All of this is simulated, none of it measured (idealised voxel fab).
The process module that follows is named voxel lift off.
For reference, the cross-section in this document is cut, with width 285 nm and square cells of 5 nm.
How to read a cross-section here: the picture is a grid of square cells, written as bands going from the top down, and any band can span one or more rows of cells. Look at the band entry: it leads with the top's height and the bottom's height in nm. Then it lists the materials left to right, with a width in nm for each. The word "all across" on a single material says that material fills the band edge to edge. The word "air" is empty space. Where do heights start? At 0: under that level the wafer as delivered is made of one material only. And the lowest band has no floor; it just carries on downward, as in "0 nm and below". A width such as "30->40" changes by the same amount from each row of cells to the next, from the band's top row to its bottom row. "remained the same", as given for a step, is the statement that not any cell of the cross-section underwent a change during that step. Enclosed voids (no open way to top), threshold 8 cells or more, entry "Completely enclosed voids", notation width x height at distance, distance from left edge, nm. Text after the settings on a step's line: the simulator's own remark on that step. "overlay nm", when on a step's line for a step with a mask, measures how far to the right of its planned place the mask lay; a negative measure means to the left.

Below is the list of planned process steps:
- 1: RECEIVE, material Si
- 2: CONFORMAL_DEP, material Al2O3, thk nm 15
- 3: PATTERN, tone open, mask id LINES, material resist, width nm 25, pitch nm 40, thk nm 20, overlay nm 0
- 4: DIRECTIONAL_DEP, material Ru, thk nm 5
- 5: STRIP, etch materials resist
- 6: CONFORMAL_DEP, material SiO2, thk nm 10

Cross-section, incoming material, after step 1:
    0 nm and below = Si all across
    Completely enclosed voids: none

Module complete, cross-section. Starting point and plan per above. One mistake made in running the module:
    35 nm to 30 nm = air 95 nm; SiO2 95 nm; air 95 nm
    30 nm to 20 nm = SiO2 all across
    20 nm to 15 nm = SiO2 110 nm; Ru 25 nm; SiO2 15 nm; Ru 25 nm; SiO2 110 nm
    15 nm to 0 nm = Al2O3 all across
    0 nm and below = Si all across
    Completely enclosed voids: none
Short version of what went wrong: step 6 was run on a setting that differed from the plan, and what really ran there is CONFORMAL_DEP, material SiO2, thk nm 15
